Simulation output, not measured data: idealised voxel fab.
The process module presented herein is designated voxel capacitor over wiring.
For reference, the cross-section in this document is cut, with width 240 nm and square cells of 5 nm.
We lay out every cross-section as a grid of square cells and spell it out in bands from the top down, where one band means one or more rows of cells. A band entry consists of two parts. The first gives the height of the band's top and the height of its bottom, in nm. The rest lists the band's materials from left to right, each with its width in nm. A single material labelled with the word "edge to edge" fills the band from edge to edge, and the word "blank" marks empty space. The reference from which all heights are counted is 0, the level beneath which the as-received wafer is entirely one material; the lowest band, having no lower bound, proceeds downward and is written after the example "from 0 down". Note: "30..40" means the width goes from the first number (top row of the band) to the second number (bottom row) in equal steps per row of cells. Take "nothing different" at face value: in the step it is given for, the cross-section changed in none of its cells. Each empty space that has no open way to the top and spans at least 8 cells appears under "Trapped cavities" as width x height at distance, the distance counted from the left edge, all in nm. What comes after the settings on a step's line is commentary from the simulator itself on that step. overlay nm: mask right of planned place by this much (step with mask). Neg. = left.

### List of planned process steps
1) RECEIVE | material Si
2) CONFORMAL_DEP | material SiO2 | thk nm 15
3) DIRECTIONAL_DEP | material TiN | thk nm 5
4) DIRECTIONAL_DEP | material W | thk nm 15
5) MASKED_ETCH | tone cover | mask id METAL_1 | width nm 30 | pitch nm 90 | etch materials W | depth nm 15 | overlay nm 0
6) MASKED_ETCH | tone cover | mask id METAL_1 | width nm 30 | pitch nm 90 | etch materials TiN | depth nm 5 | overlay nm 0
7) FILL_DEP | material SiO2 | thk nm 5
8) CMP | height nm 35
9) CONFORMAL_DEP | material SiCN | thk nm 5
10) DIRECTIONAL_DEP | material SiO2 | thk nm 20
11) DIRECTIONAL_DEP | material aC | thk nm 10
12) PATTERN | tone open | mask id PLUG_1 | material resist | width nm 15 | thk nm 30 | overlay nm 0
13) DIRECTIONAL_ETCH | etch materials aC | depth nm 10
14) STRIP | etch materials resist
15) DIRECTIONAL_ETCH | etch materials SiO2 | depth nm 20
16) DIRECTIONAL_ETCH | etch materials SiCN | depth nm 5
17) STRIP | etch materials aC
18) EPI | material Ru | thk nm 10
19) EPI | material Ru | thk nm 10
20) EPI | material Ru | thk nm 5
21) DIRECTIONAL_DEP | material TiN | thk nm 5
22) DIRECTIONAL_DEP | material SiN | thk nm 5
23) DIRECTIONAL_DEP | material TiN | thk nm 5
24) MASKED_ETCH | tone cover | mask id UPPER_PLATE | width nm 65 | etch materials TiN | depth nm 5 | overlay nm 0
25) MASKED_ETCH | tone cover | mask id UPPER_PLATE | width nm 65 | etch materials SiN | depth nm 5 | overlay nm -15
26) MASKED_ETCH | tone cover | mask id LOWER_PLATE | width nm 75 | etch materials TiN | depth nm 5 | overlay nm 0
27) FILL_DEP | material SiO2 | thk nm 20
28) CMP | height nm 90
29) DIRECTIONAL_DEP | material aC | thk nm 10
30) PATTERN | tone open | mask id PLUG_2 | material resist | width nm 15 | thk nm 30 | overlay nm 0
31) DIRECTIONAL_ETCH | etch materials aC | depth nm 10
32) STRIP | etch materials resist
33) DIRECTIONAL_ETCH | etch materials SiO2 | depth nm 15
34) STRIP | etch materials aC
35) CONFORMAL_DEP | material TiN | thk nm 5
36) FILL_DEP | material W | thk nm 5
37) CMP | height nm 90
38) CONFORMAL_DEP | material SiCN | thk nm 5
Keep in mind the plan's value for the overlay nm of step 25 comes from the first wafer; the wafers don't share that setting, but they do share the same starting point.

### first wafer as received, after step 1
from 0 down  Si edge to edge
Trapped cavities: none

### The cross-section of the first of several wafers is given below for the end of the module, after its final step, step 38
from 95 to 90  SiCN edge to edge
from 90 to 80  85 of SiO2; 5 of TiN; 5 of W; 5 of TiN; 140 of SiO2
from 80 to 70  85..75 of SiO2; 15..65 of TiN; 140..100 of SiO2
from 70 to 65  60 of SiO2; 80 of SiN; 100 of SiO2
from 65 to 60  60 of SiO2; 85 of TiN; 95 of SiO2
from 60 to 40  75 of SiO2; 15 of Ru; 150 of SiO2
from 40 to 35  75 of SiCN; 15 of Ru; 150 of SiCN
from 35 to 20  60 of SiO2; 30 of W; 60 of SiO2; 30 of W; 60 of SiO2
from 20 to 15  60 of SiO2; 30 of TiN; 60 of SiO2; 30 of TiN; 60 of SiO2
from 15 to 0  SiO2 edge to edge
from 0 down  Si edge to edge
Trapped cavities: none

### last wafer at the end
from 95 to 90  SiCN edge to edge
from 90 to 80  85 of SiO2; 5 of TiN; 5 of W; 5 of TiN; 140 of SiO2
from 80 to 70  85..75 of SiO2; 15..65 of TiN; 140..100 of SiO2
from 70 to 65  75 of SiO2; 80 of SiN; 85 of SiO2
from 65 to 60  70 of SiO2; 85 of TiN; 85 of SiO2
from 60 to 40  75 of SiO2; 15 of Ru; 150 of SiO2
from 40 to 35  75 of SiCN; 15 of Ru; 150 of SiCN
from 35 to 20  60 of SiO2; 30 of W; 60 of SiO2; 30 of W; 60 of SiO2
from 20 to 15  60 of SiO2; 30 of TiN; 60 of SiO2; 30 of TiN; 60 of SiO2
from 15 to 0  SiO2 edge to edge
from 0 down  Si edge to edge
Trapped cavities: none

### each wafer at the end: cells of each material gained (+) or lost (-) since it was received, then its closed voids
overlay nm -15, +15 Ru, +93 SiCN, +16 SiN, +701 SiO2, +49 TiN, +38 W, Trapped cavities: none
overlay nm -10, +15 Ru, +93 SiCN, +15 SiN, +703 SiO2, +48 TiN, +38 W, Trapped cavities: none
overlay nm -5, +15 Ru, +93 SiCN, +14 SiN, +705 SiO2, +47 TiN, +38 W, Trapped cavities: none
overlay nm 0, +15 Ru, +93 SiCN, +13 SiN, +706 SiO2, +47 TiN, +38 W, Trapped cavities: none
overlay nm 5, +15 Ru, +93 SiCN, +14 SiN, +705 SiO2, +47 TiN, +38 W, Trapped cavities: none
overlay nm 10, +15 Ru, +93 SiCN, +15 SiN, +703 SiO2, +48 TiN, +38 W, Trapped cavities: none
overlay nm 15, +15 Ru, +93 SiCN, +16 SiN, +701 SiO2, +49 TiN, +38 W, Trapped cavities: none
